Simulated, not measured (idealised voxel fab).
The following process module bears the name voxel ribs on slabs.
Displayed cross-section: cut, width of 160 nm, square cells sized 5 nm.
In this document a cross-section is written as a grid of square cells. It is given as a series of bands, listed from the top down, and a band is one or more rows of cells. Quick guide to a band line: top height, bottom height (nm) up front; then every material left to right with its width in nm. Only one material and it's marked "all across"? Then it fills the band edge to edge. And "air" just means empty space. Height is counted from the level 0, under which the received wafer is composed throughout of one material. The lowest of the bands is not closed at the bottom but continues downward, in the notation "0 -> down". It should be noted that a width expressed as "30->40" varies in equal increments from row to row of cells within the band, taking the value of the first number at the top row and that of the second number at the bottom row. Given "no alteration" for a step, no cell of the cross-section differs between before and after that step. "Trapped void list" - sealed voids, min. 8 cells, no opening to top; format: width x height at distance (distance from left edge; nm throughout). Heads up: the bit after the settings on a step's line is the simulator's remark on that step. Each step line may optionally specify "overlay nm", which for a step with a mask gives the rightward distance between the mask's planned place and where it lay, a negative value indicating the leftward direction.

-- Below is the list of planned process steps
1) RECEIVE (material Si)
2) DIRECTIONAL_DEP (material SiO2; thk nm 20)
3) DIRECTIONAL_DEP (material polySi; thk nm 15)
4) PATTERN (tone cover; mask id RIB; material resist; width nm 20; thk nm 15; overlay nm 0)
5) DIRECTIONAL_ETCH (etch materials polySi; depth nm 5)
6) STRIP (etch materials resist)
7) PATTERN (tone cover; mask id SLAB; material resist; width nm 60; thk nm 20; overlay nm 0)
8) DIRECTIONAL_ETCH (etch materials polySi; depth nm 10)
9) STRIP (etch materials resist)
10) FILL_DEP (material SiO2; thk nm 25)
11) CMP (height nm 50)
12) DIRECTIONAL_DEP (material TiN; thk nm 5)
13) PATTERN (tone cover; mask id HEATER; material resist; width nm 30; thk nm 15; overlay nm 0)
14) DIRECTIONAL_ETCH (etch materials TiN; depth nm 5)
15) STRIP (etch materials resist)
16) CONFORMAL_DEP (material SiO2; thk nm 10)

-- as received, after step 1
    0 -> down  Si all across
    Trapped void list: none

-- Looking at the first of two wafers in cross-section at end of module - ran to plan
    65 -> 60  air 55, SiO2 50, air 55
    60 -> 55  SiO2 all across
    55 -> 50  SiO2 65, TiN 30, SiO2 65
    50 -> 35  SiO2 all across
    35 -> 30  SiO2 70, polySi 20, SiO2 70
    30 -> 20  SiO2 50, polySi 60, SiO2 50
    20 -> 0  SiO2 all across
    0 -> down  Si all across
    Trapped void list: none

-- End of module, second wafer, cross-section. Started like the first, planned like the first, run with one mistake
    65 -> 60  air 55, SiO2 50, air 55
    60 -> 55  SiO2 all across
    55 -> 50  SiO2 65, TiN 30, SiO2 65
    50 -> 35  SiO2 all across
    35 -> 30  SiO2 70, polySi 20, SiO2 70
    30 -> 20  SiO2 50, polySi 60, SiO2 50
    20 -> 0  polySi all across
    0 -> down  Si all across
    Trapped void list: none
Here's what went sideways: step 2 ran with different settings than intended, the actual operation and settings being DIRECTIONAL_DEP (material polySi; thk nm 20)
Upon completion, the second wafer contains, in terms of cells, a greater or smaller amount of certain materials than the first wafer: SiO2: 128 fewer | polySi: 128 more
